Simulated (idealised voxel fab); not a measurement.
process module | voxel trench capacitor
cross-section cut | 295 nm wide | cells 5 nm
A cross-section is a grid of square cells, given in bands from the top down. A band is one or more rows of cells.
Each band's line starts with the height of the band's top and of its bottom, in nm. Then come its materials from left to right, each with its width in nm. One material with "throughout" fills the band from edge to edge. "air" is empty space.
Height 0 is the level under which the wafer as received is all one material. The lowest band goes on downwards, as in "0 down".
A width such as "30 to 40" changes by the same amount from each row of cells to the next, from the band's top row to its bottom row.
"no change" after a step means that no cell of the cross-section changed.
closed voids: empty space of 8 cells or more with no open way to the top, each as width x height at its distance from the left edge, in nm
after a step's settings: what the simulator itself notes on the step
overlay nm, on a step with a mask: how far to the right of its planned place the mask lay; to the left if negative
plan
1 op RECEIVE | material Si
2 op CONFORMAL_DEP | material SiN | thk nm 5
3 op DIRECTIONAL_DEP | material aC | thk nm 10
4 op PATTERN | tone open | mask id TRENCH | material resist | width nm 20 | pitch nm 50 | thk nm 30 | overlay nm 0
5 op DIRECTIONAL_ETCH | etch materials aC | depth nm 10
6 op STRIP | etch materials resist
7 op DIRECTIONAL_ETCH | etch materials SiN | depth nm 5
8 op DIRECTIONAL_ETCH | etch materials Si | depth nm 35
9 op STRIP | etch materials aC
10 op CONFORMAL_DEP | material SiO2 | thk nm 5
11 op FILL_DEP | material polySi | thk nm 10
12 op CMP | height nm 5
as received, after step 1
  0 down: Si throughout
  closed voids: none
a wafer at the end: this start, this plan, one mistake
  5 to 0: polySi 55 | SiO2 5 | SiN 20 | SiO2 5 | polySi 20 | SiO2 5 | SiN 20 | SiO2 5 | polySi 20 | SiO2 5 | SiN 20 | SiO2 5 | polySi 20 | SiO2 5 | SiN 20 | SiO2 5 | polySi 60
  0 to -30: polySi 55 | SiO2 5 | Si 20 | SiO2 5 | polySi 20 | SiO2 5 | Si 20 | SiO2 5 | polySi 20 | SiO2 5 | Si 20 | SiO2 5 | polySi 20 | SiO2 5 | Si 20 | SiO2 5 | polySi 60
  -30 to -35: SiO2 60 | Si 20 | SiO2 30 | Si 20 | SiO2 30 | Si 20 | SiO2 30 | Si 20 | SiO2 65
  -35 down: Si throughout
  closed voids: none
what went wrong: step 4 ran as: op PATTERN | tone cover | mask id TRENCH | material resist | width nm 20 | pitch nm 50 | thk nm 30 | overlay nm 0
